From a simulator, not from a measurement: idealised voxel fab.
Herein follows the process module entitled voxel transistor to metal.
Displayed cross-section: cut, width of 260 nm, square cells sized 5 nm.
Cross-section format: a grid of square cells, given as bands from top to bottom; each band is one or more rows of cells. In this notation a band is specified by the heights of its top and bottom, in that order and in nm, after which its materials appear from left to right, each paired with its width in nm. The word "throughout" attached to a single material means that material fills the band from edge to edge; the word "empty" stands for empty space. Ref level 0: as-received wafer is one material below here. Bottom band extends down with no lower bound ("z 0 and below"). A two-number width, for instance "30 to 40", indicates that the width is equal to the first number in the top row of the band and to the second number in the bottom row, and that it changes by a constant amount per row of cells. A step reported as "remained unchanged" is a step in which no cell of the cross-section changed. Empty spaces counting at least 8 cells and having no open way to the top are listed in "Voids, fully enclosed". The notation width x height at distance is used for each, the distance being from the left edge and all three values in nm. Formally, on a step line, whatever follows the settings is a remark that the simulator itself makes on the step. If you see "overlay nm" on a step's line and that step has a mask, it's telling you how far right of where it was planned the mask ended up; a negative number means it went left instead.

PLAN
- 1: RECEIVE | material Si
- 2: OXIDIZE | depth nm 5
- 3: CONFORMAL_DEP | material SiN | thk nm 10
- 4: PATTERN | tone cover | mask id ACTIVE | material resist | width nm 105 | pitch nm 125 | thk nm 15 | overlay nm 0
- 5: DIRECTIONAL_ETCH | etch materials SiN | depth nm 10
- 6: DIRECTIONAL_ETCH | etch materials SiO2 | depth nm 5
- 7: DIRECTIONAL_ETCH | etch materials Si | depth nm 30
- 8: STRIP | etch materials resist
- 9: OXIDIZE | depth nm 5
- 10: FILL_DEP | material SiO2 | thk nm 15
- 11: CMP | height nm 10
- 12: SELECTIVE_ETCH | etch materials SiO2 | depth nm 5
- 13: STRIP | etch materials SiN
- 14: SELECTIVE_ETCH | etch materials SiO2 | depth nm 5
- 15: OXIDIZE | depth nm 5
- 16: DIRECTIONAL_DEP | material polySi | thk nm 30
- 17: DIRECTIONAL_DEP | material SiCN | thk nm 10
- 18: MASKED_ETCH | tone cover | mask id GATE | width nm 15 | pitch nm 125 | etch materials SiCN | depth nm 20 | overlay nm 0
- 19: MASKED_ETCH | tone cover | mask id GATE | width nm 15 | pitch nm 125 | etch materials polySi | depth nm 40 | overlay nm 0
- 20: CONFORMAL_DEP | material SiO2 | thk nm 5
- 21: DIRECTIONAL_ETCH | etch materials SiO2 | depth nm 5
- 22: CONFORMAL_DEP | material SiN | thk nm 10
- 23: DIRECTIONAL_ETCH | etch materials SiN | depth nm 10
- 24: DIRECTIONAL_ETCH | etch materials SiO2 | depth nm 5
- 25: EPI | material SiGe | thk nm 5
- 26: FILL_DEP | material SiO2 | thk nm 10
- 27: CMP | height nm 35
- 28: DIRECTIONAL_DEP | material SiO2 | thk nm 15
- 29: PATTERN | tone open | mask id CONTACT | material resist | width nm 20 | thk nm 15 | overlay nm 0
- 30: DIRECTIONAL_ETCH | etch materials SiO2 | depth nm 55
- 31: STRIP | etch materials resist
- 32: CONFORMAL_DEP | material TiN | thk nm 5
- 33: FILL_DEP | material Ru | thk nm 5
- 34: CMP | height nm 50
- 35: CONFORMAL_DEP | material SiCN | thk nm 5
- 36: DIRECTIONAL_DEP | material lowk | thk nm 15
- 37: MASKED_ETCH | tone open | mask id METAL_1 | width nm 20 | etch materials lowk | depth nm 15 | overlay nm 0
- 38: MASKED_ETCH | tone open | mask id METAL_1 | width nm 20 | etch materials SiCN | depth nm 5 | overlay nm 0
- 39: CONFORMAL_DEP | material TiN | thk nm 5
- 40: FILL_DEP | material W | thk nm 10
- 41: CMP | height nm 70
- 42: CONFORMAL_DEP | material SiCN | thk nm 5
- 43: DIRECTIONAL_DEP | material SiO2 | thk nm 25
- 44: DIRECTIONAL_DEP | material aC | thk nm 10
- 45: PATTERN | tone open | mask id METAL_2_HOLES | material resist | width nm 15 | pitch nm 125 | thk nm 30 | overlay nm 0
- 46: DIRECTIONAL_ETCH | etch materials aC | depth nm 10
- 47: STRIP | etch materials resist
- 48: DIRECTIONAL_ETCH | etch materials SiO2 | depth nm 35
- 49: STRIP | etch materials aC
- 50: PATTERN | tone open | mask id METAL_2 | material resist | width nm 20 | pitch nm 125 | thk nm 20 | overlay nm 0
- 51: DIRECTIONAL_ETCH | etch materials SiO2 | depth nm 20
- 52: DIRECTIONAL_ETCH | etch materials SiCN | depth nm 5
- 53: STRIP | etch materials resist
- 54: CONFORMAL_DEP | material TiN | thk nm 5
- 55: FILL_DEP | material Cu | thk nm 5
- 56: CMP | height nm 110
- 57: CONFORMAL_DEP | material SiN | thk nm 5
For this document, wafers share an identical start and vary in the step 43 thk nm; the plan quotes the first wafer's value.

FIRST OF SEVERAL WAFERS, RECEIVED AFTER STEP 1, IN CROSS-SECTION
- z 0 and below | Si throughout
- Voids, fully enclosed: none

WAFER ROWS, END OF MODULE: CELLS PER MATERIAL GAINED (+) OR LOST (-) SINCE RECEIPT; CLOSED VOIDS LAST
thk nm 25 | +72 Cu | +80 Ru | -188 Si | +94 SiCN | +16 SiGe | +124 SiN | +618 SiO2 | +212 TiN | +24 W | +108 lowk | +36 polySi | Voids, fully enclosed: none
thk nm 30 | +22 Cu | +80 Ru | -188 Si | +94 SiCN | +16 SiGe | +124 SiN | +664 SiO2 | +216 TiN | +24 W | +108 lowk | +36 polySi | Voids, fully enclosed: none
thk nm 35 | +20 Cu | +80 Ru | -188 Si | +94 SiCN | +16 SiGe | +124 SiN | +710 SiO2 | +172 TiN | +24 W | +108 lowk | +36 polySi | Voids, fully enclosed: none
thk nm 40 | +18 Cu | +80 Ru | -188 Si | +94 SiCN | +16 SiGe | +124 SiN | +712 SiO2 | +172 TiN | +24 W | +108 lowk | +36 polySi | Voids, fully enclosed: none
thk nm 45 | +16 Cu | +80 Ru | -188 Si | +94 SiCN | +16 SiGe | +124 SiN | +714 SiO2 | +172 TiN | +24 W | +108 lowk | +36 polySi | Voids, fully enclosed: none
thk nm 50 | +14 Cu | +80 Ru | -188 Si | +94 SiCN | +16 SiGe | +124 SiN | +716 SiO2 | +172 TiN | +24 W | +108 lowk | +36 polySi | Voids, fully enclosed: none
